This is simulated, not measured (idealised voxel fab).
The following process module bears the name voxel air gaps.
Cross-section cut: width 270 nm, square cells of 5 nm.
The cross-sections in this document take the form of a grid made of square cells. They are written out as bands, in order from top to bottom. Each band consists of one or more rows of cells. It is stipulated that each band's entry specify, in nanometres, the height of the top of the band and then that of its bottom, followed by the materials of the band in left-to-right sequence, each together with its width in nanometres. A single material marked by the word "everywhere" is understood to fill the band from edge to edge; the word "empty" is understood to denote empty space. Heights are measured from 0, the level below which the as-received wafer is all one material; the lowest band has no bottom and continues downward, written as in "0..down". The notation "30..40" denotes a width that varies across the rows of cells in the band, beginning at the first number in the top row, finishing at the second number in the bottom row, and changing by an identical amount from each row to the next. Step note "no alterations made" = no cross-section cell changed. "Catalogued sealed voids" specifies each empty space that is not open to the top and that occupies no fewer than 8 cells, using the form width x height at distance, the distance measured from the left edge and all three quantities in nm. On each step's line, the part that comes after the settings is the simulator's own comment on the step. A step line may carry the setting "overlay nm", which, for steps involving a mask, states the distance by which the mask lay to the right of its intended position; negative values denote displacement to the left.
**Intended process steps**
1: RECEIVE | material Si
2: CONFORMAL_DEP | material SiO2 | thk nm 10
3: CONFORMAL_DEP | material SiCN | thk nm 5
4: DIRECTIONAL_DEP | material SiO2 | thk nm 40
5: PATTERN | tone open | mask id LINES | material resist | width nm 25 | pitch nm 55 | thk nm 15 | overlay nm 0
6: DIRECTIONAL_ETCH | etch materials SiO2 | depth nm 40
7: STRIP | etch materials resist
8: CONFORMAL_DEP | material TiN | thk nm 5
9: FILL_DEP | material Ru | thk nm 5
10: CMP | height nm 55
11: EPI | material Ru | thk nm 10
12: SELECTIVE_ETCH | etch materials SiO2 | depth nm 50
13: CONFORMAL_DEP | material SiCN | thk nm 5
**Incoming wafer in cross-section (state: after step 1)**
* 0..down | Si everywhere
* Catalogued sealed voids: none
**The first of the two wafers as seen in cross-section once the module was finished; processing followed the plan**
* 70..65 | empty=50, then SiCN=165, then empty=55
* 65..55 | empty=50, then SiCN=5, then Ru=45, then SiCN=10, then Ru=45, then SiCN=10, then Ru=45, then SiCN=5, then empty=55
* 55..50 | empty=50, then SiCN=15, then TiN=5, then Ru=15, then TiN=5, then SiCN=30, then TiN=5, then Ru=15, then TiN=5, then SiCN=30, then TiN=5, then Ru=15, then TiN=5, then SiCN=15, then empty=55
* 50..20 | empty=60, then SiCN=5, then TiN=5, then Ru=15, then TiN=5, then SiCN=5, then empty=20, then SiCN=5, then TiN=5, then Ru=15, then TiN=5, then SiCN=5, then empty=20, then SiCN=5, then TiN=5, then Ru=15, then TiN=5, then SiCN=5, then empty=65
* 20..15 | SiCN=65, then TiN=25, then SiCN=30, then TiN=25, then SiCN=30, then TiN=25, then SiCN=70
* 15..10 | SiCN everywhere
* 10..0 | SiO2 everywhere
* 0..down | Si everywhere
* Catalogued sealed voids: 20 x 30 at 95; 20 x 30 at 150
**Wafer two, end of module, cross-section. Same start, same plan as wafer one. One mistake in the run**
* 60..55 | empty=50, then SiCN=165, then empty=55
* 55..45 | empty=50, then SiCN=5, then Ru=45, then SiCN=10, then Ru=45, then SiCN=10, then Ru=45, then SiCN=5, then empty=55
* 45..40 | empty=50, then SiCN=15, then TiN=5, then Ru=15, then TiN=5, then SiCN=30, then TiN=5, then Ru=15, then TiN=5, then SiCN=30, then TiN=5, then Ru=15, then TiN=5, then SiCN=15, then empty=55
* 40..20 | empty=60, then SiCN=5, then TiN=5, then Ru=15, then TiN=5, then SiCN=5, then empty=20, then SiCN=5, then TiN=5, then Ru=15, then TiN=5, then SiCN=5, then empty=20, then SiCN=5, then TiN=5, then Ru=15, then TiN=5, then SiCN=5, then empty=65
* 20..15 | SiCN=65, then TiN=25, then SiCN=30, then TiN=25, then SiCN=30, then TiN=25, then SiCN=70
* 15..10 | SiCN everywhere
* 10..0 | SiO2 everywhere
* 0..down | Si everywhere
* Catalogued sealed voids: 20 x 20 at 95; 20 x 20 at 150
It is concluded that the wafer was processed incorrectly with respect to the plan, in that note that step 10 departed from the planned setting and was carried out as CMP | height nm 45
In the final state, the cell counts of the second wafer exceed or fall short of those of the first for the following materials: -18 Ru | -12 SiCN | -12 TiN
